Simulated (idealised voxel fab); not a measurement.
process module | voxel trench capacitor
cross-section cut | 185 nm wide | cells 5 nm
A cross-section is a grid of square cells, given in bands from the top down. A band is one or more rows of cells.
Each band's line starts with the height of the band's top and of its bottom, in nm. Then come its materials from left to right, each with its width in nm. One material with "throughout" fills the band from edge to edge. "air" is empty space.
Height 0 is the level under which the wafer as received is all one material. The lowest band goes on downwards, as in "0 down".
A width such as "30 to 40" changes by the same amount from each row of cells to the next, from the band's top row to its bottom row.
"no change" after a step means that no cell of the cross-section changed.
closed voids: empty space of 8 cells or more with no open way to the top, each as width x height at its distance from the left edge, in nm
after a step's settings: what the simulator itself notes on the step
overlay nm, on a step with a mask: how far to the right of its planned place the mask lay; to the left if negative
plan
1 op RECEIVE | material Si
2 op CONFORMAL_DEP | material SiN | thk nm 5
3 op DIRECTIONAL_DEP | material aC | thk nm 15
4 op PATTERN | tone open | mask id TRENCH | material resist | width nm 25 | pitch nm 40 | thk nm 35 | overlay nm 0
5 op DIRECTIONAL_ETCH | etch materials aC | depth nm 15
6 op STRIP | etch materials resist
7 op DIRECTIONAL_ETCH | etch materials SiN | depth nm 5
8 op DIRECTIONAL_ETCH | etch materials Si | depth nm 30
9 op STRIP | etch materials aC
10 op CONFORMAL_DEP | material HfO2 | thk nm 5
11 op CONFORMAL_DEP | material TiN | thk nm 5
12 op FILL_DEP | material W | thk nm 10
13 op CMP | height nm 5
as received, after step 1
  0 down: Si throughout
  closed voids: none
a wafer at the end: this start, this plan, one mistake
  5 to 0: W 30 | TiN 5 | HfO2 5 | SiN 25 | HfO2 5 | TiN 5 | HfO2 5 | SiN 25 | HfO2 5 | TiN 5 | HfO2 5 | SiN 25 | HfO2 5 | TiN 5 | W 30
  0 to -20: W 30 | TiN 5 | HfO2 5 | Si 25 | HfO2 5 | TiN 5 | HfO2 5 | Si 25 | HfO2 5 | TiN 5 | HfO2 5 | Si 25 | HfO2 5 | TiN 5 | W 30
  -20 to -25: TiN 35 | HfO2 5 | Si 25 | HfO2 5 | TiN 5 | HfO2 5 | Si 25 | HfO2 5 | TiN 5 | HfO2 5 | Si 25 | HfO2 5 | TiN 35
  -25 to -30: HfO2 40 | Si 25 | HfO2 15 | Si 25 | HfO2 15 | Si 25 | HfO2 40
  -30 down: Si throughout
  closed voids: none
what went wrong: step 4 ran as: op PATTERN | tone cover | mask id TRENCH | material resist | width nm 25 | pitch nm 40 | thk nm 35 | overlay nm 0
